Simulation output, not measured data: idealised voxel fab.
Herein follows the process module entitled voxel capacitor over wiring.
This is section cut - it's 145 nm across, gridded in 5 nm square cells.
For the purposes of this document, a cross-section shall be understood as a grid of square cells, specified as bands listed in top-to-bottom order, each band consisting of one or more rows of cells.
Top height, bottom height, nm. Materials left to right, width each, nm. Single material + "edge to edge" = fills band edge to edge. "blank" = empty.
We count height from 0. Below that, the starting wafer is all one material. The lowest band never ends at the bottom but goes on down; see "0 -> down" for how that is written.
Width spec "30..40" -> top row of cells at first value, bottom row at second value, equal per-row change in between.
Where the words "changes: none" appear for a step, the cross-section shows no cell changed by that step; every cell remained as before.
So "Closed void register" is basically the list of trapped voids: any empty space of 8 cells or more that can't reach the top through an opening. They're written width x height at distance, the distance being from the left edge, and it's all nm.
Post-settings text on a step line: simulator's own remark regarding the step.
"overlay nm" denotes, for a step that has a mask, the displacement of the mask to the right of its planned place, with negative values corresponding to the left.

### plan
1. RECEIVE with material Si
2. CONFORMAL_DEP with material SiO2, thk nm 15
3. DIRECTIONAL_DEP with material TiN, thk nm 5
4. DIRECTIONAL_DEP with material W, thk nm 15
5. DIRECTIONAL_DEP with material aC, thk nm 10
6. PATTERN with tone cover, mask id METAL_1, material resist, width nm 30, pitch nm 85, thk nm 30, overlay nm 0
7. DIRECTIONAL_ETCH with etch materials aC, depth nm 10
8. STRIP with etch materials resist
9. DIRECTIONAL_ETCH with etch materials W, depth nm 15
10. DIRECTIONAL_ETCH with etch materials TiN, depth nm 5
11. STRIP with etch materials aC
12. FILL_DEP with material lowk, thk nm 5
13. CMP with height nm 35
14. CONFORMAL_DEP with material SiCN, thk nm 5
15. DIRECTIONAL_DEP with material lowk, thk nm 20
16. PATTERN with tone open, mask id PLUG_1, material resist, width nm 15, thk nm 15, overlay nm 0
17. DIRECTIONAL_ETCH with etch materials lowk, depth nm 20
18. DIRECTIONAL_ETCH with etch materials SiCN, depth nm 5
19. STRIP with etch materials resist
20. EPI with material Ru, thk nm 10
21. EPI with material Ru, thk nm 10
22. EPI with material Ru, thk nm 5
23. DIRECTIONAL_DEP with material TiN, thk nm 5
24. DIRECTIONAL_DEP with material HfO2, thk nm 5
25. DIRECTIONAL_DEP with material TiN, thk nm 10
26. MASKED_ETCH with tone cover, mask id UPPER_PLATE, width nm 60, etch materials TiN, depth nm 10, overlay nm 0
27. MASKED_ETCH with tone cover, mask id UPPER_PLATE, width nm 60, etch materials HfO2, depth nm 5, overlay nm 0
28. DIRECTIONAL_DEP with material aC, thk nm 15
29. PATTERN with tone cover, mask id LOWER_PLATE, material resist, width nm 70, thk nm 30, overlay nm 0
30. DIRECTIONAL_ETCH with etch materials aC, depth nm 15
31. STRIP with etch materials resist
32. DIRECTIONAL_ETCH with etch materials TiN, depth nm 5
33. STRIP with etch materials aC
34. FILL_DEP with material SiO2, thk nm 20
35. CMP with height nm 95
36. DIRECTIONAL_DEP with material aC, thk nm 15
37. PATTERN with tone open, mask id PLUG_2, material resist, width nm 15, thk nm 30, overlay nm 0
38. DIRECTIONAL_ETCH with etch materials aC, depth nm 15
39. STRIP with etch materials resist
40. DIRECTIONAL_ETCH with etch materials SiO2, depth nm 15
41. STRIP with etch materials aC
42. CONFORMAL_DEP with material TiN, thk nm 5
43. FILL_DEP with material Ru, thk nm 5
44. CMP with height nm 95
45. CONFORMAL_DEP with material SiCN, thk nm 5

### Delivered wafer in cross-section: state after step 1
  0 -> down  Si edge to edge
  Closed void register: none

### Wafer cross-section at end of module: start and plan as shown above, one execution error
  100 -> 95  SiCN edge to edge
  95 -> 85  40 SiO2 / 5 TiN / 5 Ru / 5 TiN / 90 SiO2
  85 -> 80  40 SiO2 / 15 TiN / 90 SiO2
  80 -> 75  SiO2 edge to edge
  75 -> 65  30 SiO2 / 60 TiN / 55 SiO2
  65 -> 60  30 SiO2 / 60 HfO2 / 55 SiO2
  60 -> 40  30 lowk / 15 Ru / 100 lowk
  40 -> 35  30 SiCN / 15 Ru / 100 SiCN
  35 -> 20  15 lowk / 30 W / 55 lowk / 30 W / 15 lowk
  20 -> 15  15 lowk / 30 TiN / 55 lowk / 30 TiN / 15 lowk
  15 -> 0  SiO2 edge to edge
  0 -> down  Si edge to edge
  Closed void register: none
Nonconformance to the process plan: step 23 of the plan did not run at all; it was left out
